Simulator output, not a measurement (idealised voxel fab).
Name of the process module below: voxel plated lines
FYI the section here is cut, 215 nm wide, cells are 5 nm squares.
Heads up, the way a cross-section reads in here is a grid of square cells, handed over as bands from the top down, with every band being one or more rows of cells. Band: top and bottom heights (nm) first, top before bottom; then materials from left to right, widths in nm. "all across" marks a sole material filling the band edge to edge. "empty" denotes empty space. A quick word on heights: they are counted from 0, and under that level the wafer as it came to us is one material throughout. The lowest band is different from the rest in having no bottom; it simply continues downward, written as in "0..down". The expression "30 to 40" gives the width at the extremes of the band, the first number at its top row of cells and the second at its bottom row, with the width changing by equal amounts from each row to the next in between. Reading "changes: none" for a step: not a cell of the cross-section changed in it. Look at "Enclosed void list" for the closed voids: empty spaces with no open path to the top, sized 8 cells or up. Each is width x height at distance, distance from the left edge, all nm. Formally, on a step line, whatever follows the settings is a remark that the simulator itself makes on the step. overlay nm: for a step with a mask, the amount by which the mask lay right of where it was planned; a negative amount means left of it.

### The following list gives the planned process steps
1 op RECEIVE | material Si
2 op CONFORMAL_DEP | material SiN | thk nm 5
3 op DIRECTIONAL_DEP | material TiN | thk nm 5
4 op PATTERN | tone open | mask id LINES | material resist | width nm 25 | pitch nm 45 | thk nm 40 | overlay nm 0
5 op EPI | material Ru | thk nm 10
6 op EPI | material Ru | thk nm 10
7 op EPI | material Ru | thk nm 10
8 op STRIP | etch materials resist
9 op DIRECTIONAL_ETCH | etch materials TiN | depth nm 5
10 op CONFORMAL_DEP | material SiCN | thk nm 10
The wafers in this document start out alike and differ in the thk nm applied at step 2; the plan shows the value used for the first wafer.

### So this is the first of several wafers, cross-sectioned as it came to us, meaning it's at the end of step 1
- 0..down: Si all across
- Enclosed void list: none

### Gained (+) or lost (-) cells of each material since receipt, then closed voids: one row per wafer, at the end of the module
thk nm 5, +90 Ru, +170 SiCN, +43 SiN, +15 TiN, Enclosed void list: none
thk nm 10, +90 Ru, +170 SiCN, +86 SiN, +15 TiN, Enclosed void list: none
thk nm 15, +90 Ru, +170 SiCN, +129 SiN, +15 TiN, Enclosed void list: none
thk nm 20, +90 Ru, +170 SiCN, +172 SiN, +15 TiN, Enclosed void list: none
thk nm 25, +90 Ru, +170 SiCN, +215 SiN, +15 TiN, Enclosed void list: none
